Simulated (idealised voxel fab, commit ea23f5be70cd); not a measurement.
The process module presented herein is designated voxel local oxidation.
This is section cut - it's 160 nm across, gridded in 5 nm square cells.
Think of the cross-section as a grid of square cells. We describe it in bands, top to bottom, and each band covers one or more rows of those cells.
Top height, bottom height, nm. Materials left to right, width each, nm. Single material + "full width" = fills band edge to edge. "empty" = empty.
Zero point of the height axis is 0; under it, received wafer = one material. Lowest band: continues down indefinitely, "from 0 down".
Top row gets the first number, bottom row gets the second, and each row in between changes by the same step: that is how a band width like "30..40" works.
Take "left unchanged" at face value: in the step it is given for, the cross-section changed in none of its cells.
Closed empty spaces (no open way to the top) of 8 cells or more are what "Enclosed void entries" lists, each as width x height at distance from the left edge, nm for all three.
Post-settings text on a step line: simulator's own remark regarding the step.
"overlay nm" on a masked step: distance the mask lay right of its planned place, negative for left.
These are the steps we planned for the process
1. RECEIVE | material Si
2. CONFORMAL_DEP | material SiO2 | thk nm 5
3. CONFORMAL_DEP | material SiN | thk nm 10
4. PATTERN | tone cover | mask id ACTIVE | material resist | width nm 95 | thk nm 15 | overlay nm -15
5. DIRECTIONAL_ETCH | etch materials SiN | depth nm 10
6. STRIP | etch materials resist
7. SELECTIVE_ETCH | etch materials SiO2 | depth nm 5
8. OXIDIZE | depth nm 10
9. STRIP | etch materials SiN
It is noted that the wafers described herein are identical at the outset and are distinguished by the overlay nm of step 4; the value stated in the plan corresponds to the first wafer.
Cross-section, first of several wafers, as delivered after step 1
> from 0 down: Si full width
> Enclosed void entries: none
Where each wafer stands at the end of the module, a row apiece: cells of each material gained (+) or lost (-) since it was received, then closed voids
overlay nm -15, -38 Si, +55 SiO2, Enclosed void entries: none
overlay nm -10, -38 Si, +55 SiO2, Enclosed void entries: none
overlay nm -5, -38 Si, +55 SiO2, Enclosed void entries: none
overlay nm 0, -38 Si, +55 SiO2, Enclosed void entries: none
overlay nm 5, -38 Si, +55 SiO2, Enclosed void entries: none
overlay nm 10, -38 Si, +55 SiO2, Enclosed void entries: none
overlay nm 15, -38 Si, +55 SiO2, Enclosed void entries: none
